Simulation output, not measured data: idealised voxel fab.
Process module, titled voxel wiring stack
Pictured: cross-section cut, 235 nm wide, on a grid of 5 nm square cells.
Each cross-section below is a grid of square cells, stated as bands in top-down order, with one or more rows of cells making up each band.
Band: top height; bottom height; in nm. Then, left to right: material with width in nm, for each material. "all across": a single material spanning edge to edge. "empty": empty space.
It should be noted that heights are counted from 0, beneath which the wafer as supplied is of one material throughout, and that the lowest band possesses no lower boundary but continues downward, as written in "0 down".
It should be noted that a width expressed as "30->40" varies in equal increments from row to row of cells within the band, taking the value of the first number at the top row and that of the second number at the bottom row.
It should be understood that the words "remains unaltered", when stated for a given step, signify that the cross-section underwent no change in any of its cells during that step.
"Enclosed voids" means: voids of 8 cells or more that are shut off from the top with no open way through. Written width x height at distance, distance from the left edge, in nm.
Whatever follows a step's settings on its line is a remark the simulator itself makes about that step.
A step line may carry the setting "overlay nm", which, for steps involving a mask, states the distance by which the mask lay to the right of its intended position; negative values denote displacement to the left.
The steps planned for the process are as follows
1) RECEIVE | material Si
2) CONFORMAL_DEP | material SiO2 | thk nm 10
3) DIRECTIONAL_DEP | material TiN | thk nm 5
4) DIRECTIONAL_DEP | material W | thk nm 20
5) PATTERN | tone cover | mask id METAL_1 | material resist | width nm 30 | pitch nm 45 | thk nm 20 | overlay nm 0
6) DIRECTIONAL_ETCH | etch materials W | depth nm 20
7) DIRECTIONAL_ETCH | etch materials TiN | depth nm 5
8) STRIP | etch materials resist
9) FILL_DEP | material lowk | thk nm 5
10) CMP | height nm 35
11) CONFORMAL_DEP | material SiCN | thk nm 5
12) DIRECTIONAL_DEP | material SiO2 | thk nm 20
13) DIRECTIONAL_DEP | material aC | thk nm 15
14) PATTERN | tone open | mask id PLUG_1 | material resist | width nm 15 | pitch nm 45 | thk nm 35 | overlay nm 0
15) DIRECTIONAL_ETCH | etch materials aC | depth nm 15
16) STRIP | etch materials resist
17) DIRECTIONAL_ETCH | etch materials SiO2 | depth nm 20
18) DIRECTIONAL_ETCH | etch materials SiCN | depth nm 5
19) STRIP | etch materials aC
20) CONFORMAL_DEP | material TiN | thk nm 5
21) FILL_DEP | material W | thk nm 10
22) CMP | height nm 60
23) CONFORMAL_DEP | material SiCN | thk nm 5
24) DIRECTIONAL_DEP | material lowk | thk nm 20
25) PATTERN | tone open | mask id METAL_2 | material resist | width nm 30 | pitch nm 45 | thk nm 15 | overlay nm 0
26) DIRECTIONAL_ETCH | etch materials lowk | depth nm 20
27) DIRECTIONAL_ETCH | etch materials SiCN | depth nm 5
28) STRIP | etch materials resist
29) CONFORMAL_DEP | material TiN | thk nm 5
30) FILL_DEP | material Cu | thk nm 5
31) CMP | height nm 85
32) CONFORMAL_DEP | material SiCN | thk nm 5
33) DIRECTIONAL_DEP | material SiO2 | thk nm 30
34) PATTERN | tone open | mask id METAL_3 | material resist | width nm 30 | pitch nm 45 | thk nm 15 | overlay nm 0
35) DIRECTIONAL_ETCH | etch materials SiO2 | depth nm 20
36) STRIP | etch materials resist
37) PATTERN | tone open | mask id METAL_3_HOLES | material resist | width nm 15 | pitch nm 90 | thk nm 20 | overlay nm 0
38) DIRECTIONAL_ETCH | etch materials SiO2 | depth nm 10
39) DIRECTIONAL_ETCH | etch materials SiCN | depth nm 5
40) STRIP | etch materials resist
41) CONFORMAL_DEP | material TiN | thk nm 5
42) FILL_DEP | material Cu | thk nm 5
43) CMP | height nm 120
44) CONFORMAL_DEP | material SiCN | thk nm 5
45) DIRECTIONAL_DEP | material lowk | thk nm 30
46) PATTERN | tone open | mask id METAL_4 | material resist | width nm 30 | pitch nm 45 | thk nm 20 | overlay nm 0
47) DIRECTIONAL_ETCH | etch materials lowk | depth nm 15
48) STRIP | etch materials resist
49) MASKED_ETCH | tone open | mask id METAL_4_HOLES | width nm 15 | pitch nm 45 | etch materials lowk | depth nm 15 | overlay nm 0
50) MASKED_ETCH | tone open | mask id METAL_4_HOLES | width nm 15 | pitch nm 45 | etch materials SiCN | depth nm 5 | overlay nm 0
51) CONFORMAL_DEP | material TiN | thk nm 5
52) FILL_DEP | material Cu | thk nm 10
53) CMP | height nm 155
54) CONFORMAL_DEP | material SiN | thk nm 5
Here's what the wafer looked like in cross-section when it arrived - that's after step 1
  0 down = Si all across
  Enclosed voids: none
The first of the two wafers as seen in cross-section once the module was finished; processing followed the plan
  160 to 155 = SiN all across
  155 to 145 = lowk 55 / TiN 5 / Cu 20 / TiN 5 / lowk 15 / TiN 5 / Cu 20 / TiN 5 / lowk 15 / TiN 5 / Cu 20 / TiN 5 / lowk 60
  145 to 140 = lowk 55 / TiN 5 / Cu 5 / TiN 20 / lowk 15 / TiN 5 / Cu 5 / TiN 20 / lowk 15 / TiN 5 / Cu 5 / TiN 20 / lowk 60
  140 to 125 = lowk 55 / TiN 5 / Cu 5 / TiN 5 / lowk 30 / TiN 5 / Cu 5 / TiN 5 / lowk 30 / TiN 5 / Cu 5 / TiN 5 / lowk 75
  125 to 120 = SiCN 55 / TiN 15 / SiCN 30 / TiN 15 / SiCN 30 / TiN 15 / SiCN 75
  120 to 105 = SiO2 55 / TiN 5 / Cu 20 / TiN 5 / SiO2 15 / TiN 5 / Cu 20 / TiN 5 / SiO2 15 / TiN 5 / Cu 20 / TiN 5 / SiO2 60
  105 to 100 = SiO2 55 / TiN 5 / Cu 5 / TiN 20 / SiO2 15 / TiN 30 / SiO2 15 / TiN 5 / Cu 5 / TiN 20 / SiO2 60
  100 to 90 = SiO2 55 / TiN 5 / Cu 5 / TiN 5 / SiO2 75 / TiN 5 / Cu 5 / TiN 5 / SiO2 75
  90 to 85 = SiCN 55 / TiN 15 / SiCN 75 / TiN 15 / SiCN 75
  85 to 65 = lowk 55 / TiN 5 / Cu 20 / TiN 5 / lowk 15 / TiN 5 / Cu 20 / TiN 5 / lowk 15 / TiN 5 / Cu 20 / TiN 5 / lowk 60
  65 to 60 = SiCN 55 / TiN 30 / SiCN 15 / TiN 30 / SiCN 15 / TiN 30 / SiCN 60
  60 to 40 = SiO2 55 / TiN 5 / W 5 / TiN 5 / SiO2 30 / TiN 5 / W 5 / TiN 5 / SiO2 30 / TiN 5 / W 5 / TiN 5 / SiO2 75
  40 to 35 = SiCN 55 / TiN 15 / SiCN 30 / TiN 15 / SiCN 30 / TiN 15 / SiCN 75
  35 to 15 = lowk 55 / W 30 / lowk 15 / W 30 / lowk 15 / W 30 / lowk 60
  15 to 10 = lowk 55 / TiN 30 / lowk 15 / TiN 30 / lowk 15 / TiN 30 / lowk 60
  10 to 0 = SiO2 all across
  0 down = Si all across
  Enclosed voids: none
Cross-section, second wafer: same start as the first, same plan as the first, one mistake in running it; taken at the end of the module
  160 to 155 = SiN all across
  155 to 145 = lowk 55 / TiN 5 / Cu 20 / TiN 5 / lowk 15 / TiN 5 / Cu 20 / TiN 5 / lowk 15 / TiN 5 / Cu 20 / TiN 5 / lowk 60
  145 to 140 = lowk 55 / TiN 5 / Cu 5 / TiN 20 / lowk 15 / TiN 5 / Cu 5 / TiN 20 / lowk 15 / TiN 5 / Cu 5 / TiN 20 / lowk 60
  140 to 125 = lowk 55 / TiN 5 / Cu 5 / TiN 5 / lowk 30 / TiN 5 / Cu 5 / TiN 5 / lowk 30 / TiN 5 / Cu 5 / TiN 5 / lowk 75
  125 to 120 = SiCN 55 / TiN 15 / SiCN 30 / TiN 15 / SiCN 30 / TiN 15 / SiCN 75
  120 to 90 = SiO2 all across
  90 to 85 = SiCN all across
  85 to 65 = lowk 55 / TiN 5 / Cu 20 / TiN 5 / lowk 15 / TiN 5 / Cu 20 / TiN 5 / lowk 15 / TiN 5 / Cu 20 / TiN 5 / lowk 60
  65 to 60 = SiCN 55 / TiN 30 / SiCN 15 / TiN 30 / SiCN 15 / TiN 30 / SiCN 60
  60 to 40 = SiO2 55 / TiN 5 / W 5 / TiN 5 / SiO2 30 / TiN 5 / W 5 / TiN 5 / SiO2 30 / TiN 5 / W 5 / TiN 5 / SiO2 75
  40 to 35 = SiCN 55 / TiN 15 / SiCN 30 / TiN 15 / SiCN 30 / TiN 15 / SiCN 75
  35 to 15 = lowk 55 / W 30 / lowk 15 / W 30 / lowk 15 / W 30 / lowk 60
  15 to 10 = lowk 55 / TiN 30 / lowk 15 / TiN 30 / lowk 15 / TiN 30 / lowk 60
  10 to 0 = SiO2 all across
  0 down = Si all across
  Enclosed voids: none
It is concluded that the wafer was processed incorrectly with respect to the plan, in that step 33 of the plan saw execution twice
Materials where the second wafer ends with more or fewer cells than the first: -42 Cu; +6 SiCN; +84 SiO2; -48 TiN
